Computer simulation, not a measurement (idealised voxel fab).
process module | voxel spacer lines
cross-section cut | 150 nm wide | cells 5 nm
A cross-section is a grid of square cells, given in bands from the top down. A band is one or more rows of cells.
Each band's line starts with the height of the band's top and of its bottom, in nm. Then come its materials from left to right, each with its width in nm. One material with "throughout" fills the band from edge to edge. "air" is empty space.
Height 0 is the level under which the wafer as received is all one material. The lowest band goes on downwards, as in "0 down".
A width such as "30 to 40" changes by the same amount from each row of cells to the next, from the band's top row to its bottom row.
"no change" after a step means that no cell of the cross-section changed.
closed voids: empty space of 8 cells or more with no open way to the top, each as width x height at its distance from the left edge, in nm
after a step's settings: what the simulator itself notes on the step
overlay nm, on a step with a mask: how far to the right of its planned place the mask lay; to the left if negative
plan
1 op RECEIVE | material Si
2 op CONFORMAL_DEP | material Al2O3 | thk nm 5
3 op DIRECTIONAL_DEP | material SiN | thk nm 20
4 op DIRECTIONAL_DEP | material aC | thk nm 20
5 op PATTERN | tone cover | mask id MANDREL | material resist | width nm 25 | pitch nm 80 | thk nm 30 | overlay nm 0
6 op DIRECTIONAL_ETCH | etch materials aC | depth nm 20
7 op STRIP | etch materials resist
8 op CONFORMAL_DEP | material SiO2 | thk nm 15
9 op DIRECTIONAL_ETCH | etch materials SiO2 | depth nm 15
10 op STRIP | etch materials aC
11 op DIRECTIONAL_ETCH | etch materials SiN | depth nm 20
12 op STRIP | etch materials SiO2
first wafer, as planned
as received, after step 1
  0 down: Si throughout
  closed voids: none
after step 2
  5 to 0: Al2O3 throughout
  below 0: unchanged
after step 3
  25 to 5: SiN throughout
  below 5: unchanged
after step 4
  45 to 25: aC throughout
  below 25: unchanged
after step 5
  75 to 45: air 20 | resist 25 | air 55 | resist 25 | air 25
  below 45: unchanged
after step 6
  55 to 45: air 20 | resist 25 | air 55 | resist 25 | air 25
  45 to 25: air 20 | aC 25 | air 55 | aC 25 | air 25
  below 25: unchanged
after step 7
  45 to 25: air 20 | aC 25 | air 55 | aC 25 | air 25
  below 25: unchanged
after step 8
  60 to 45: air 5 | SiO2 55 | air 25 | SiO2 55 | air 10
  45 to 40: air 5 | SiO2 15 | aC 25 | SiO2 15 | air 25 | SiO2 15 | aC 25 | SiO2 15 | air 10
  40 to 25: SiO2 20 | aC 25 | SiO2 55 | aC 25 | SiO2 25
  below 25: unchanged
after step 9
  45 to 25: air 5 | SiO2 15 | aC 25 | SiO2 15 | air 25 | SiO2 15 | aC 25 | SiO2 15 | air 10
  below 25: unchanged
after step 10
  45 to 25: air 5 | SiO2 15 | air 25 | SiO2 15 | air 25 | SiO2 15 | air 25 | SiO2 15 | air 10
  below 25: unchanged
after step 11
  45 to 25: air 5 | SiO2 15 | air 25 | SiO2 15 | air 25 | SiO2 15 | air 25 | SiO2 15 | air 10
  25 to 5: air 5 | SiN 15 | air 25 | SiN 15 | air 25 | SiN 15 | air 25 | SiN 15 | air 10
  below 5: unchanged
after step 12
  25 to 5: air 5 | SiN 15 | air 25 | SiN 15 | air 25 | SiN 15 | air 25 | SiN 15 | air 10
  below 5: unchanged
second wafer: like start, like plan, one mistake. Through step 7 it matches the first wafer
when step 8 should have ended
  60 to 45: air 5 | Al2O3 55 | air 25 | Al2O3 55 | air 10
  45 to 40: air 5 | Al2O3 15 | aC 25 | Al2O3 15 | air 25 | Al2O3 15 | aC 25 | Al2O3 15 | air 10
  40 to 25: Al2O3 20 | aC 25 | Al2O3 55 | aC 25 | Al2O3 25
  below 25: unchanged
when step 9 should have ended: no change
when step 10 should have ended: no change
when step 11 should have ended: no change
when step 12 should have ended: no change
what went wrong: step 8 ran as: op CONFORMAL_DEP | material Al2O3 | thk nm 15
at the end the second wafer has, in cells: 138 more of Al2O3 | 72 more of SiN | 40 more of aC
